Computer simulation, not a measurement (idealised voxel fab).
This section sets out a process module, namely voxel gate over fins.
This is section cut - it's 240 nm across, gridded in 5 nm square cells.
This document writes a cross-section as a grid whose cells are square, and gives it as bands, listed from the top down; one or more rows of cells form a band.
Quick guide to a band line: top height, bottom height (nm) up front; then every material left to right with its width in nm. Only one material and it's marked "all across"? Then it fills the band edge to edge. And "air" just means empty space.
Measure heights from 0. That's the level where, below it, the as-received wafer is all one material. The lowest band is bottomless and extends downward; write it as in "top 0, no bottom".
The notation "30->40" denotes a width that varies across the rows of cells in the band, beginning at the first number in the top row, finishing at the second number in the bottom row, and changing by an identical amount from each row to the next.
A step reported as "remained unchanged" is a step in which no cell of the cross-section changed.
The entry "Closed cavities" lists the empty spaces that cover at least 8 cells and have no open path to the top. Each is written as width x height at distance, where the distance is measured from the left edge and all three values are in nm.
Note: text after step settings on the step line = simulator remark on that step.
Regarding "overlay nm": on a step with a mask, it is the distance the mask lay to the right of its planned place; a negative value places it to the left.
[Below is the list of planned process steps]
1. RECEIVE with material Si
2. CONFORMAL_DEP with material SiN, thk nm 5
3. PATTERN with tone cover, mask id FINS, material resist, width nm 15, pitch nm 40, thk nm 15, overlay nm 0
4. DIRECTIONAL_ETCH with etch materials SiN, depth nm 5
5. DIRECTIONAL_ETCH with etch materials Si, depth nm 30
6. STRIP with etch materials resist
7. OXIDIZE with depth nm 5
8. FILL_DEP with material SiO2, thk nm 15
9. CMP with height nm 5
10. SELECTIVE_ETCH with etch materials SiO2, depth nm 15
11. STRIP with etch materials SiN
12. CONFORMAL_DEP with material HfO2, thk nm 5
13. CONFORMAL_DEP with material TiN, thk nm 5
14. FILL_DEP with material W, thk nm 10
15. CMP with height nm 15
16. CONFORMAL_DEP with material SiN, thk nm 5
[as received, after step 1]
	top 0, no bottom  Si all across
	Closed cavities: none
[End-of-module XS, first of two wafers, run as planned]
	top 20, bottom 15  SiN all across
	top 15, bottom 10  W all across
	top 10, bottom 5  W 45; TiN 25; W 15; TiN 25; W 15; TiN 25; W 15; TiN 25; W 50
	top 5, bottom 0  W 45; TiN 5; HfO2 15; TiN 5; W 15; TiN 5; HfO2 15; TiN 5; W 15; TiN 5; HfO2 15; TiN 5; W 15; TiN 5; HfO2 15; TiN 5; W 50
	top 0, bottom -5  TiN 50; HfO2 5; Si 5; HfO2 5; TiN 25; HfO2 5; Si 5; HfO2 5; TiN 25; HfO2 5; Si 5; HfO2 5; TiN 25; HfO2 5; Si 5; HfO2 5; TiN 55
	top -5, bottom -10  HfO2 55; Si 5; HfO2 35; Si 5; HfO2 35; Si 5; HfO2 35; Si 5; HfO2 60
	top -10, bottom -35  SiO2 55; Si 5; SiO2 35; Si 5; SiO2 35; Si 5; SiO2 35; Si 5; SiO2 60
	top -35, no bottom  Si all across
	Closed cavities: none
[So this is wafer number two of the two, cut at the end of the module - it started where the first did and had the same plan, we just got one thing wrong running it]
	top 20, bottom 10  W all across
	top 10, bottom 5  W 45; TiN 25; W 15; TiN 25; W 15; TiN 25; W 15; TiN 25; W 50
	top 5, bottom 0  W 45; TiN 5; HfO2 15; TiN 5; W 15; TiN 5; HfO2 15; TiN 5; W 15; TiN 5; HfO2 15; TiN 5; W 15; TiN 5; HfO2 15; TiN 5; W 50
	top 0, bottom -5  TiN 50; HfO2 5; Si 5; HfO2 5; TiN 25; HfO2 5; Si 5; HfO2 5; TiN 25; HfO2 5; Si 5; HfO2 5; TiN 25; HfO2 5; Si 5; HfO2 5; TiN 55
	top -5, bottom -10  HfO2 55; Si 5; HfO2 35; Si 5; HfO2 35; Si 5; HfO2 35; Si 5; HfO2 60
	top -10, bottom -35  SiO2 55; Si 5; SiO2 35; Si 5; SiO2 35; Si 5; SiO2 35; Si 5; SiO2 60
	top -35, no bottom  Si all across
	Closed cavities: none
Processing error: step 16 ran as: CONFORMAL_DEP with material W, thk nm 5
at the end the second wafer has, in cells: 48 fewer of SiN; 48 more of W
